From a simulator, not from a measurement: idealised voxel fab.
process module | voxel double patterning
cross-section cut | 300 nm wide | cells 5 nm
A cross-section is a grid of square cells, given in bands from the top down. A band is one or more rows of cells.
Each band's line starts with the height of the band's top and of its bottom, in nm. Then come its materials from left to right, each with its width in nm. One material with "throughout" fills the band from edge to edge. "air" is empty space.
Height 0 is the level under which the wafer as received is all one material. The lowest band goes on downwards, as in "0 down".
A width such as "30 to 40" changes by the same amount from each row of cells to the next, from the band's top row to its bottom row.
"no change" after a step means that no cell of the cross-section changed.
closed voids: empty space of 8 cells or more with no open way to the top, each as width x height at its distance from the left edge, in nm
after a step's settings: what the simulator itself notes on the step
overlay nm, on a step with a mask: how far to the right of its planned place the mask lay; to the left if negative
plan
1 op RECEIVE | material Si
2 op CONFORMAL_DEP | material SiO2 | thk nm 5
3 op DIRECTIONAL_DEP | material W | thk nm 15
4 op DIRECTIONAL_DEP | material SiCN | thk nm 10
5 op DIRECTIONAL_DEP | material aC | thk nm 15
6 op PATTERN | tone open | mask id FIRST | material resist | width nm 15 | pitch nm 50 | thk nm 30 | overlay nm 0
7 op DIRECTIONAL_ETCH | etch materials aC | depth nm 15
8 op STRIP | etch materials resist
9 op DIRECTIONAL_ETCH | etch materials SiCN | depth nm 10
10 op STRIP | etch materials aC
11 op PATTERN | tone open | mask id SECOND | material resist | width nm 15 | pitch nm 50 | thk nm 15 | overlay nm 0
12 op DIRECTIONAL_ETCH | etch materials SiCN | depth nm 10
13 op STRIP | etch materials resist
14 op DIRECTIONAL_ETCH | etch materials W | depth nm 15
15 op STRIP | etch materials SiCN
as received, after step 1
  0 down: Si throughout
  closed voids: none
a wafer at the end: this start, this plan, one mistake
  15 to 0: W 90 | air 15 | W 10 | air 15 | W 10 | air 15 | W 10 | air 15 | W 10 | air 15 | W 95
  0 down: Si throughout
  closed voids: none
what went wrong: step 2 was left out
